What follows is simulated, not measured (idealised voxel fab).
process module | voxel self aligned contacts
cross-section cut | 140 nm wide | cells 5 nm
A cross-section is a grid of square cells, given in bands from the top down. A band is one or more rows of cells.
Each band's line starts with the height of the band's top and of its bottom, in nm. Then come its materials from left to right, each with its width in nm. One material with "throughout" fills the band from edge to edge. "air" is empty space.
Height 0 is the level under which the wafer as received is all one material. The lowest band goes on downwards, as in "0 down".
A width such as "30 to 40" changes by the same amount from each row of cells to the next, from the band's top row to its bottom row.
"no change" after a step means that no cell of the cross-section changed.
closed voids: empty space of 8 cells or more with no open way to the top, each as width x height at its distance from the left edge, in nm
after a step's settings: what the simulator itself notes on the step
overlay nm, on a step with a mask: how far to the right of its planned place the mask lay; to the left if negative
plan
1 op RECEIVE | material Si
2 op OXIDIZE | depth nm 5
3 op DIRECTIONAL_DEP | material polySi | thk nm 25
4 op DIRECTIONAL_DEP | material SiN | thk nm 25
5 op PATTERN | tone cover | mask id GATE | material resist | width nm 35 | pitch nm 75 | thk nm 20 | overlay nm 0
6 op DIRECTIONAL_ETCH | etch materials SiN | depth nm 25
7 op DIRECTIONAL_ETCH | etch materials polySi | depth nm 25
8 op STRIP | etch materials resist
9 op CONFORMAL_DEP | material SiN | thk nm 10
10 op DIRECTIONAL_ETCH | etch materials SiN | depth nm 10
11 op FILL_DEP | material SiO2 | thk nm 10
12 op CMP | height nm 55
13 op PATTERN | tone open | mask id CONTACT | material resist | width nm 50 | thk nm 20 | overlay nm 0
14 op DIRECTIONAL_ETCH | etch materials SiO2 | depth nm 60
15 op STRIP | etch materials resist
16 op CONFORMAL_DEP | material TiN | thk nm 5
17 op FILL_DEP | material W | thk nm 10
18 op CMP | height nm 55
19 op CONFORMAL_DEP | material SiCN | thk nm 5
first wafer, as planned
as received, after step 1
  0 down: Si throughout
  closed voids: none
after step 2
  0 to -5: SiO2 throughout
  below -5: unchanged
after step 3
  25 to 0: polySi throughout
  below 0: unchanged
after step 4
  50 to 25: SiN throughout
  below 25: unchanged
after step 5
  70 to 50: air 15 | resist 35 | air 40 | resist 35 | air 15
  below 50: unchanged
after step 6
  70 to 50: air 15 | resist 35 | air 40 | resist 35 | air 15
  50 to 25: air 15 | SiN 35 | air 40 | SiN 35 | air 15
  below 25: unchanged
after step 7
  70 to 50: air 15 | resist 35 | air 40 | resist 35 | air 15
  50 to 25: air 15 | SiN 35 | air 40 | SiN 35 | air 15
  25 to 0: air 15 | polySi 35 | air 40 | polySi 35 | air 15
  below 0: unchanged
after step 8
  50 to 25: air 15 | SiN 35 | air 40 | SiN 35 | air 15
  below 25: unchanged
after step 9
  60 to 25: air 5 | SiN 55 | air 20 | SiN 55 | air 5
  25 to 10: air 5 | SiN 10 | polySi 35 | SiN 10 | air 20 | SiN 10 | polySi 35 | SiN 10 | air 5
  10 to 0: SiN 15 | polySi 35 | SiN 40 | polySi 35 | SiN 15
  below 0: unchanged
after step 10
  50 to 25: air 5 | SiN 55 | air 20 | SiN 55 | air 5
  25 to 0: air 5 | SiN 10 | polySi 35 | SiN 10 | air 20 | SiN 10 | polySi 35 | SiN 10 | air 5
  below 0: unchanged
after step 11
  60 to 50: SiO2 throughout
  50 to 25: SiO2 5 | SiN 55 | SiO2 20 | SiN 55 | SiO2 5
  25 to 0: SiO2 5 | SiN 10 | polySi 35 | SiN 10 | SiO2 20 | SiN 10 | polySi 35 | SiN 10 | SiO2 5
  below 0: unchanged
after step 12
  55 to 50: SiO2 throughout
  below 50: unchanged
after step 13
  75 to 55: resist 45 | air 50 | resist 45
  below 55: unchanged
after step 14
  75 to 55: resist 45 | air 50 | resist 45
  55 to 50: SiO2 45 | air 50 | SiO2 45
  50 to 25: SiO2 5 | SiN 55 | air 20 | SiN 55 | SiO2 5
  25 to 0: SiO2 5 | SiN 10 | polySi 35 | SiN 10 | air 20 | SiN 10 | polySi 35 | SiN 10 | SiO2 5
  0 to -5: SiO2 60 | air 20 | SiO2 60
  below -5: unchanged
after step 15
  55 to 50: SiO2 45 | air 50 | SiO2 45
  below 50: unchanged
after step 16
  60 to 55: TiN 50 | air 40 | TiN 50
  55 to 50: SiO2 45 | TiN 20 | air 10 | TiN 20 | SiO2 45
  50 to 25: SiO2 5 | SiN 55 | TiN 5 | air 10 | TiN 5 | SiN 55 | SiO2 5
  25 to 0: SiO2 5 | SiN 10 | polySi 35 | SiN 10 | TiN 5 | air 10 | TiN 5 | SiN 10 | polySi 35 | SiN 10 | SiO2 5
  0 to -5: SiO2 60 | TiN 20 | SiO2 60
  below -5: unchanged
after step 17
  70 to 60: W throughout
  60 to 55: TiN 50 | W 40 | TiN 50
  55 to 50: SiO2 45 | TiN 20 | W 10 | TiN 20 | SiO2 45
  50 to 25: SiO2 5 | SiN 55 | TiN 5 | W 10 | TiN 5 | SiN 55 | SiO2 5
  25 to 0: SiO2 5 | SiN 10 | polySi 35 | SiN 10 | TiN 5 | W 10 | TiN 5 | SiN 10 | polySi 35 | SiN 10 | SiO2 5
  below 0: unchanged
after step 18
  55 to 50: SiO2 45 | TiN 20 | W 10 | TiN 20 | SiO2 45
  below 50: unchanged
after step 19
  60 to 55: SiCN throughout
  below 55: unchanged
second wafer: like start, like plan, one mistake. Through step 18 it matches the first wafer
when step 19 should have ended
  70 to 55: SiCN throughout
  below 55: unchanged
what went wrong: step 19 ran as: op CONFORMAL_DEP | material SiCN | thk nm 15
at the end the second wafer has, in cells: 56 more of SiCN
